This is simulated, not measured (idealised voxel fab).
A process module follows: voxel ribs on slabs.
The figure presents cross-section cut, which has a width of 225 nm and is divided into square cells with an edge length of 5 nm.
Square cells in a grid make up a cross-section in this document, and the grid is given as bands, listed from the top down, each one or more rows of cells.
A band entry consists of two parts. The first gives the height of the band's top and the height of its bottom, in nm. The rest lists the band's materials from left to right, each with its width in nm. A single material labelled with the word "throughout" fills the band from edge to edge, and the word "empty" marks empty space.
Beneath 0, the wafer as received is one material, and that level is where height counting begins. The lowest band goes on downward without a bottom; it is written like "from 0 down".
Graded width ("30 to 40"): value in top row of band = first number; value in bottom row = second number; row-to-row change constant.
The designation "no change occurred", where it is given for a processing step, indicates that no cell of the cross-section was altered in the course of that step.
Basically, "Fully sealed cavities" tells you about the enclosed voids: empty spaces with no open way to the top, 8 cells or bigger, each written width x height at distance, where distance is from the left edge, all in nm.
On a step's line, text after the settings is the simulator commenting on that step.
"overlay nm" on a masked step: distance the mask lay right of its planned place, negative for left.

# Planned step list for the process
1) RECEIVE | material Si
2) DIRECTIONAL_DEP | material SiO2 | thk nm 20
3) DIRECTIONAL_DEP | material SiN | thk nm 25
4) PATTERN | tone cover | mask id RIB | material resist | width nm 15 | thk nm 15 | overlay nm 0
5) DIRECTIONAL_ETCH | etch materials SiN | depth nm 15
6) STRIP | etch materials resist
7) MASKED_ETCH | tone cover | mask id SLAB | width nm 65 | etch materials SiN | depth nm 10 | overlay nm 0
8) FILL_DEP | material SiO2 | thk nm 25
9) CMP | height nm 65
10) DIRECTIONAL_DEP | material TiN | thk nm 10
11) MASKED_ETCH | tone cover | mask id HEATER | width nm 25 | etch materials TiN | depth nm 10 | overlay nm -15
12) CONFORMAL_DEP | material SiN | thk nm 10
varied across the wafers: overlay nm of step 11. The plan shows the first wafer's value. All wafers start alike

# First of several wafers, received after step 1, in cross-section
	from 0 down  Si throughout
	Fully sealed cavities: none

# Rows = wafers. At module end, each row lists per material the cells gained (+) or lost (-) since the wafer was received, then the closed voids
overlay nm -15 | +133 SiN | +550 SiO2 | +10 TiN | Fully sealed cavities: none
overlay nm -10 | +133 SiN | +550 SiO2 | +10 TiN | Fully sealed cavities: none
overlay nm -5 | +133 SiN | +550 SiO2 | +10 TiN | Fully sealed cavities: none
overlay nm 0 | +133 SiN | +550 SiO2 | +10 TiN | Fully sealed cavities: none
overlay nm 5 | +133 SiN | +550 SiO2 | +10 TiN | Fully sealed cavities: none
overlay nm 10 | +133 SiN | +550 SiO2 | +10 TiN | Fully sealed cavities: none
overlay nm 15 | +133 SiN | +550 SiO2 | +10 TiN | Fully sealed cavities: none
